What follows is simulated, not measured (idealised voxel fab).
process module | voxel wiring stack
cross-section cut | 270 nm wide | cells 5 nm
A cross-section is a grid of square cells, given in bands from the top down. A band is one or more rows of cells.
Each band's line starts with the height of the band's top and of its bottom, in nm. Then come its materials from left to right, each with its width in nm. One material with "throughout" fills the band from edge to edge. "air" is empty space.
Height 0 is the level under which the wafer as received is all one material. The lowest band goes on downwards, as in "0 down".
A width such as "30 to 40" changes by the same amount from each row of cells to the next, from the band's top row to its bottom row.
"no change" after a step means that no cell of the cross-section changed.
closed voids: empty space of 8 cells or more with no open way to the top, each as width x height at its distance from the left edge, in nm
after a step's settings: what the simulator itself notes on the step
overlay nm, on a step with a mask: how far to the right of its planned place the mask lay; to the left if negative
plan
1 op RECEIVE | material Si
2 op CONFORMAL_DEP | material SiO2 | thk nm 15
3 op DIRECTIONAL_DEP | material TiN | thk nm 5
4 op DIRECTIONAL_DEP | material Ru | thk nm 20
5 op MASKED_ETCH | tone cover | mask id METAL_1 | width nm 25 | pitch nm 45 | etch materials Ru | depth nm 20 | overlay nm 0
6 op MASKED_ETCH | tone cover | mask id METAL_1 | width nm 25 | pitch nm 45 | etch materials TiN | depth nm 5 | overlay nm 0
7 op CONFORMAL_DEP | material SiCN | thk nm 5
8 op FILL_DEP | material SiO2 | thk nm 10
9 op CMP | height nm 40
10 op CONFORMAL_DEP | material SiCN | thk nm 5
11 op DIRECTIONAL_DEP | material lowk | thk nm 30
12 op DIRECTIONAL_DEP | material aC | thk nm 10
13 op PATTERN | tone open | mask id METAL_2_HOLES | material resist | width nm 15 | pitch nm 45 | thk nm 25 | overlay nm 0
14 op DIRECTIONAL_ETCH | etch materials aC | depth nm 10
15 op STRIP | etch materials resist
16 op DIRECTIONAL_ETCH | etch materials lowk | depth nm 30
17 op STRIP | etch materials aC
18 op MASKED_ETCH | tone open | mask id METAL_2 | width nm 25 | pitch nm 45 | etch materials lowk | depth nm 15 | overlay nm 0
19 op MASKED_ETCH | tone open | mask id METAL_2 | width nm 25 | pitch nm 45 | etch materials SiCN | depth nm 5 | overlay nm 0
20 op CONFORMAL_DEP | material TiN | thk nm 5
21 op FILL_DEP | material Ru | thk nm 10
22 op CMP | height nm 75
23 op CONFORMAL_DEP | material SiCN | thk nm 5
24 op DIRECTIONAL_DEP | material lowk | thk nm 10
25 op PATTERN | tone open | mask id PLUG_2 | material resist | width nm 15 | pitch nm 45 | thk nm 20 | overlay nm 0
26 op DIRECTIONAL_ETCH | etch materials lowk | depth nm 10
27 op DIRECTIONAL_ETCH | etch materials SiCN | depth nm 5
28 op STRIP | etch materials resist
29 op EPI | material Ru | thk nm 10
30 op EPI | material Ru | thk nm 5
31 op DIRECTIONAL_DEP | material TiN | thk nm 5
32 op DIRECTIONAL_DEP | material W | thk nm 25
33 op MASKED_ETCH | tone cover | mask id METAL_3 | width nm 25 | pitch nm 45 | etch materials W | depth nm 25 | overlay nm 0
34 op MASKED_ETCH | tone cover | mask id METAL_3 | width nm 25 | pitch nm 45 | etch materials TiN | depth nm 5 | overlay nm 0
35 op FILL_DEP | material lowk | thk nm 10
36 op CMP | height nm 120
37 op CONFORMAL_DEP | material SiCN | thk nm 5
as received, after step 1
  0 down: Si throughout
  closed voids: none
first wafer at the end, as planned
  125 to 120: SiCN throughout
  120 to 95: lowk 75 | W 25 | lowk 20 | W 25 | lowk 20 | W 25 | lowk 80
  95 to 90: lowk 75 | TiN 25 | lowk 20 | TiN 25 | lowk 20 | TiN 25 | lowk 80
  90 to 80: lowk 75 | Ru 15 | lowk 30 | Ru 15 | lowk 30 | Ru 15 | lowk 90
  80 to 75: SiCN 75 | Ru 15 | SiCN 30 | Ru 15 | SiCN 30 | Ru 15 | SiCN 90
  75 to 65: lowk 75 | TiN 5 | Ru 15 | TiN 5 | lowk 20 | TiN 5 | Ru 15 | TiN 5 | lowk 20 | TiN 5 | Ru 15 | TiN 5 | lowk 80
  65 to 60: lowk 75 | TiN 5 | Ru 5 | TiN 15 | lowk 20 | TiN 5 | Ru 5 | TiN 15 | lowk 20 | TiN 5 | Ru 5 | TiN 15 | lowk 80
  60 to 45: lowk 75 | TiN 5 | Ru 5 | TiN 5 | lowk 30 | TiN 5 | Ru 5 | TiN 5 | lowk 30 | TiN 5 | Ru 5 | TiN 5 | lowk 90
  45 to 40: SiCN 75 | TiN 15 | SiCN 30 | TiN 15 | SiCN 30 | TiN 15 | SiCN 90
  40 to 20: SiO2 70 | SiCN 5 | Ru 25 | SiCN 5 | SiO2 10 | SiCN 5 | Ru 25 | SiCN 5 | SiO2 10 | SiCN 5 | Ru 25 | SiCN 5 | SiO2 75
  20 to 15: SiCN 75 | TiN 25 | SiCN 20 | TiN 25 | SiCN 20 | TiN 25 | SiCN 80
  15 to 0: SiO2 throughout
  0 down: Si throughout
  closed voids: none
second wafer at the end: like start, like plan, one mistake
  125 to 120: SiCN throughout
  120 to 95: lowk 75 | W 25 | lowk 20 | W 25 | lowk 20 | W 25 | lowk 80
  95 to 90: lowk 75 | TiN 25 | lowk 20 | TiN 25 | lowk 20 | TiN 25 | lowk 80
  90 to 80: lowk 75 | Ru 15 | lowk 30 | Ru 15 | lowk 30 | Ru 15 | lowk 90
  80 to 75: SiCN 75 | Ru 15 | SiCN 30 | Ru 15 | SiCN 30 | Ru 15 | SiCN 90
  75 to 65: lowk 75 | TiN 5 | Ru 15 | TiN 5 | lowk 20 | TiN 5 | Ru 15 | TiN 5 | lowk 20 | TiN 5 | Ru 15 | TiN 5 | lowk 80
  65 to 60: lowk 75 | TiN 15 | Ru 5 | TiN 5 | lowk 20 | TiN 15 | Ru 5 | TiN 5 | lowk 20 | TiN 15 | Ru 5 | TiN 5 | lowk 80
  60 to 45: lowk 85 | TiN 5 | Ru 5 | TiN 5 | lowk 30 | TiN 5 | Ru 5 | TiN 5 | lowk 30 | TiN 5 | Ru 5 | TiN 5 | lowk 80
  45 to 40: SiCN 85 | TiN 15 | SiCN 30 | TiN 15 | SiCN 30 | TiN 15 | SiCN 80
  40 to 20: SiO2 70 | SiCN 5 | Ru 25 | SiCN 5 | SiO2 10 | SiCN 5 | Ru 25 | SiCN 5 | SiO2 10 | SiCN 5 | Ru 25 | SiCN 5 | SiO2 75
  20 to 15: SiCN 75 | TiN 25 | SiCN 20 | TiN 25 | SiCN 20 | TiN 25 | SiCN 80
  15 to 0: SiO2 throughout
  0 down: Si throughout
  closed voids: none
what went wrong: step 13 ran as: op PATTERN | tone open | mask id METAL_2_HOLES | material resist | width nm 15 | pitch nm 45 | thk nm 25 | overlay nm 10
at the end the second wafer has, in cells: as many of each material as the first, in other places
